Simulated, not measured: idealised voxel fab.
Name of the process module below: voxel ribs on slabs
The figure presents cross-section cut, which has a width of 290 nm and is divided into square cells with an edge length of 5 nm.
Just so we're on the same page, the cross-sections are grids of square cells, and they're listed out in bands top to bottom, each band one or more rows deep.
Quick guide to a band line: top height, bottom height (nm) up front; then every material left to right with its width in nm. Only one material and it's marked "all across"? Then it fills the band edge to edge. And "air" just means empty space.
All heights in this document are referenced to 0, defined as the level beneath which the wafer, as received, consists entirely of one material. The lowest band is not bounded below; it extends indefinitely downward and is written in the form "0 down".
Width "30 to 40": first value at the band's top row of cells, second value at its bottom row, equal change from row to row.
The cross-section has no changed cell in any step marked "no alterations made".
"Sealed-off cavities" contains a list of empty spaces, each no smaller than 8 cells and without an open way to the top, written in the form width x height at distance with the distance from the left edge and all three in nm.
If you see something after the settings on a step's line, that's the simulator's own remark about that step.
overlay nm: mask right of planned place by this much (step with mask). Neg. = left.
Below is the list of planned process steps:
1 RECEIVE: material Si
2 DIRECTIONAL_DEP: material SiO2, thk nm 20
3 DIRECTIONAL_DEP: material polySi, thk nm 15
4 MASKED_ETCH: tone cover, mask id RIB, width nm 25, etch materials polySi, depth nm 5, overlay nm 0
5 DIRECTIONAL_DEP: material aC, thk nm 10
6 PATTERN: tone cover, mask id SLAB, material resist, width nm 75, thk nm 25, overlay nm 0
7 DIRECTIONAL_ETCH: etch materials aC, depth nm 10
8 STRIP: etch materials resist
9 DIRECTIONAL_ETCH: etch materials polySi, depth nm 10
10 STRIP: etch materials aC
11 FILL_DEP: material SiO2, thk nm 20
12 CMP: height nm 45
13 DIRECTIONAL_DEP: material TiN, thk nm 5
14 DIRECTIONAL_DEP: material aC, thk nm 15
15 PATTERN: tone cover, mask id HEATER, material resist, width nm 35, thk nm 35, overlay nm 0
16 DIRECTIONAL_ETCH: etch materials aC, depth nm 15
17 STRIP: etch materials resist
18 DIRECTIONAL_ETCH: etch materials TiN, depth nm 5
19 STRIP: etch materials aC
20 CONFORMAL_DEP: material SiO2, thk nm 5
Cross-section: wafer on arrival = after step 1:
0 down = Si all across
Sealed-off cavities: none
Final cross-section, module run with one mistake (start and plan as above):
55 to 50 = air=120 / SiO2=45 / air=125
50 to 45 = SiO2=125 / TiN=35 / SiO2=130
45 to 40 = SiO2=130 / polySi=25 / SiO2=135
40 to 30 = SiO2=105 / polySi=75 / SiO2=110
30 to 0 = SiO2 all across
0 down = Si all across
Sealed-off cavities: none
Plan not followed: not per plan at step 2, really ran DIRECTIONAL_DEP: material SiO2, thk nm 30
